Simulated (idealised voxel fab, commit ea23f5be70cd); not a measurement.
This section sets out a process module, namely voxel wiring stack.
In the cross-section labelled cut, the width is 190 nm and each square cell is 5 nm.
In this document a cross-section is written as a grid of square cells. It is given as a series of bands, listed from the top down, and a band is one or more rows of cells. Band entry format. Leading values: height of top, height of bottom, nm. Remainder: materials in left-to-right order, each with its width in nm. Special words: "full width" on a single material, which then fills the band edge to edge; "air", empty space. Heads up on the height convention: 0 is the point under which the incoming wafer is all one material, and the lowest band has no bottom, it just keeps going down, like "from 0 down". Per-row width for "30->40": begins at first number (top row of band), ends at second number (bottom row), increment between rows held constant. The designation "stayed the same", where it is given for a processing step, indicates that no cell of the cross-section was altered in the course of that step. "Closed internal cavities" - sealed voids, min. 8 cells, no opening to top; format: width x height at distance (distance from left edge; nm throughout). after a step's settings: what the simulator itself notes on the step. overlay nm: for a step with a mask, the amount by which the mask lay right of where it was planned; a negative amount means left of it.
## So here's the lineup of process steps we planned
1) RECEIVE | material Si
2) CONFORMAL_DEP | material SiO2 | thk nm 10
3) CONFORMAL_DEP | material SiCN | thk nm 5
4) DIRECTIONAL_DEP | material lowk | thk nm 20
5) DIRECTIONAL_DEP | material aC | thk nm 15
6) PATTERN | tone open | mask id METAL_1 | material resist | width nm 25 | pitch nm 55 | thk nm 35 | overlay nm 0
7) DIRECTIONAL_ETCH | etch materials aC | depth nm 15
8) STRIP | etch materials resist
9) DIRECTIONAL_ETCH | etch materials lowk | depth nm 20
10) DIRECTIONAL_ETCH | etch materials SiCN | depth nm 5
11) STRIP | etch materials aC
12) CONFORMAL_DEP | material TiN | thk nm 5
13) FILL_DEP | material Cu | thk nm 5
14) CMP | height nm 35
15) CONFORMAL_DEP | material SiCN | thk nm 5
16) DIRECTIONAL_DEP | material lowk | thk nm 10
17) DIRECTIONAL_DEP | material aC | thk nm 10
18) PATTERN | tone open | mask id PLUG_1 | material resist | width nm 15 | thk nm 30 | overlay nm 0
19) DIRECTIONAL_ETCH | etch materials aC | depth nm 10
20) STRIP | etch materials resist
21) DIRECTIONAL_ETCH | etch materials lowk | depth nm 10
22) DIRECTIONAL_ETCH | etch materials SiCN | depth nm 5
23) STRIP | etch materials aC
24) EPI | material Ru | thk nm 10
25) EPI | material Ru | thk nm 5
26) DIRECTIONAL_DEP | material TiN | thk nm 5
27) DIRECTIONAL_DEP | material Ru | thk nm 15
28) DIRECTIONAL_DEP | material aC | thk nm 10
29) PATTERN | tone cover | mask id METAL_2 | material resist | width nm 25 | pitch nm 55 | thk nm 30 | overlay nm 0
30) DIRECTIONAL_ETCH | etch materials aC | depth nm 10
31) STRIP | etch materials resist
32) DIRECTIONAL_ETCH | etch materials Ru | depth nm 15
33) DIRECTIONAL_ETCH | etch materials TiN | depth nm 5
34) STRIP | etch materials aC
35) CONFORMAL_DEP | material SiN | thk nm 5
36) FILL_DEP | material SiO2 | thk nm 10
37) CMP | height nm 70
38) CONFORMAL_DEP | material SiCN | thk nm 5
39) DIRECTIONAL_DEP | material lowk | thk nm 30
40) DIRECTIONAL_DEP | material aC | thk nm 15
41) PATTERN | tone open | mask id METAL_3 | material resist | width nm 25 | pitch nm 55 | thk nm 35 | overlay nm 0
42) DIRECTIONAL_ETCH | etch materials aC | depth nm 15
43) STRIP | etch materials resist
44) DIRECTIONAL_ETCH | etch materials lowk | depth nm 20
45) STRIP | etch materials aC
46) PATTERN | tone open | mask id METAL_3_HOLES | material resist | width nm 15 | pitch nm 55 | thk nm 15 | overlay nm 0
47) DIRECTIONAL_ETCH | etch materials lowk | depth nm 10
48) DIRECTIONAL_ETCH | etch materials SiCN | depth nm 5
49) STRIP | etch materials resist
50) CONFORMAL_DEP | material TiN | thk nm 5
51) FILL_DEP | material Ru | thk nm 5
52) CMP | height nm 105
53) CONFORMAL_DEP | material SiCN | thk nm 5
54) DIRECTIONAL_DEP | material lowk | thk nm 25
55) MASKED_ETCH | tone open | mask id METAL_4_HOLES | width nm 15 | pitch nm 55 | etch materials lowk | depth nm 25 | overlay nm 0
56) DIRECTIONAL_DEP | material aC | thk nm 10
57) PATTERN | tone open | mask id METAL_4 | material resist | width nm 25 | pitch nm 55 | thk nm 30 | overlay nm 0
58) DIRECTIONAL_ETCH | etch materials aC | depth nm 10
59) STRIP | etch materials resist
60) DIRECTIONAL_ETCH | etch materials lowk | depth nm 15
61) DIRECTIONAL_ETCH | etch materials SiCN | depth nm 5
62) STRIP | etch materials aC
63) CONFORMAL_DEP | material TiN | thk nm 5
64) FILL_DEP | material Cu | thk nm 10
65) CMP | height nm 135
66) CONFORMAL_DEP | material SiCN | thk nm 5
## Delivered wafer in cross-section: state after step 1
  from 0 down  Si full width
  Closed internal cavities: none
## Module complete - cross-section of the first of two wafers, run according to plan
  from 140 to 135  SiCN full width
  from 135 to 125  55 nm lowk, 5 nm TiN, 15 nm Cu, 5 nm TiN, 30 nm lowk, 5 nm TiN, 15 nm Cu, 5 nm TiN, 55 nm lowk
  from 125 to 120  55 nm lowk, 5 nm TiN, 5 nm Cu, 15 nm TiN, 30 nm lowk, 5 nm TiN, 5 nm Cu, 15 nm TiN, 55 nm lowk
  from 120 to 110  55 nm lowk, 5 nm TiN, 5 nm Cu, 5 nm TiN, 40 nm lowk, 5 nm TiN, 5 nm Cu, 5 nm TiN, 65 nm lowk
  from 110 to 105  55 nm SiCN, 15 nm TiN, 40 nm SiCN, 15 nm TiN, 65 nm SiCN
  from 105 to 90  55 nm lowk, 5 nm TiN, 15 nm Ru, 5 nm TiN, 30 nm lowk, 5 nm TiN, 15 nm Ru, 5 nm TiN, 55 nm lowk
  from 90 to 85  55 nm lowk, 5 nm TiN, 5 nm Ru, 15 nm TiN, 30 nm lowk, 5 nm TiN, 5 nm Ru, 15 nm TiN, 55 nm lowk
  from 85 to 75  55 nm lowk, 5 nm TiN, 5 nm Ru, 5 nm TiN, 40 nm lowk, 5 nm TiN, 5 nm Ru, 5 nm TiN, 65 nm lowk
  from 75 to 70  55 nm SiCN, 15 nm TiN, 40 nm SiCN, 15 nm TiN, 65 nm SiCN
  from 70 to 55  50 nm SiO2, 5 nm SiN, 25 nm Ru, 5 nm SiN, 20 nm SiO2, 5 nm SiN, 25 nm Ru, 5 nm SiN, 50 nm SiO2
  from 55 to 50  55 nm SiN, 25 nm TiN, 30 nm SiN, 25 nm TiN, 55 nm SiN
  from 50 to 40  55 nm lowk, 15 nm Ru, 120 nm lowk
  from 40 to 35  55 nm SiCN, 15 nm Ru, 120 nm SiCN
  from 35 to 15  55 nm lowk, 5 nm TiN, 15 nm Cu, 5 nm TiN, 30 nm lowk, 5 nm TiN, 15 nm Cu, 5 nm TiN, 55 nm lowk
  from 15 to 10  55 nm SiCN, 25 nm TiN, 30 nm SiCN, 25 nm TiN, 55 nm SiCN
  from 10 to 0  SiO2 full width
  from 0 down  Si full width
  Closed internal cavities: none
## Same start, same plan as the first wafer - but one mistake in the run. Cross-section of the second of the two at the end of the module
  from 140 to 135  SiCN full width
  from 135 to 125  55 nm lowk, 5 nm SiN, 15 nm Cu, 5 nm SiN, 30 nm lowk, 5 nm SiN, 15 nm Cu, 5 nm SiN, 55 nm lowk
  from 125 to 120  55 nm lowk, 5 nm SiN, 5 nm Cu, 15 nm SiN, 30 nm lowk, 5 nm SiN, 5 nm Cu, 15 nm SiN, 55 nm lowk
  from 120 to 110  55 nm lowk, 5 nm SiN, 5 nm Cu, 5 nm SiN, 40 nm lowk, 5 nm SiN, 5 nm Cu, 5 nm SiN, 65 nm lowk
  from 110 to 105  55 nm SiCN, 15 nm SiN, 40 nm SiCN, 15 nm SiN, 65 nm SiCN
  from 105 to 90  55 nm lowk, 5 nm TiN, 15 nm Ru, 5 nm TiN, 30 nm lowk, 5 nm TiN, 15 nm Ru, 5 nm TiN, 55 nm lowk
  from 90 to 85  55 nm lowk, 5 nm TiN, 5 nm Ru, 15 nm TiN, 30 nm lowk, 5 nm TiN, 5 nm Ru, 15 nm TiN, 55 nm lowk
  from 85 to 75  55 nm lowk, 5 nm TiN, 5 nm Ru, 5 nm TiN, 40 nm lowk, 5 nm TiN, 5 nm Ru, 5 nm TiN, 65 nm lowk
  from 75 to 70  55 nm SiCN, 15 nm TiN, 40 nm SiCN, 15 nm TiN, 65 nm SiCN
  from 70 to 55  50 nm SiO2, 5 nm SiN, 25 nm Ru, 5 nm SiN, 20 nm SiO2, 5 nm SiN, 25 nm Ru, 5 nm SiN, 50 nm SiO2
  from 55 to 50  55 nm SiN, 25 nm TiN, 30 nm SiN, 25 nm TiN, 55 nm SiN
  from 50 to 40  55 nm lowk, 15 nm Ru, 120 nm lowk
  from 40 to 35  55 nm SiCN, 15 nm Ru, 120 nm SiCN
  from 35 to 15  55 nm lowk, 5 nm TiN, 15 nm Cu, 5 nm TiN, 30 nm lowk, 5 nm TiN, 15 nm Cu, 5 nm TiN, 55 nm lowk
  from 15 to 10  55 nm SiCN, 25 nm TiN, 30 nm SiCN, 25 nm TiN, 55 nm SiCN
  from 10 to 0  SiO2 full width
  from 0 down  Si full width
  Closed internal cavities: none
In executing the process, a mistake was made relative to the plan: step 63 ran differently from the plan; actual operation with settings: CONFORMAL_DEP | material SiN | thk nm 5
Bottom line after processing is that, in cells, the second wafer is up or down on some materials versus the first: 30 more of SiN | 30 fewer of TiN
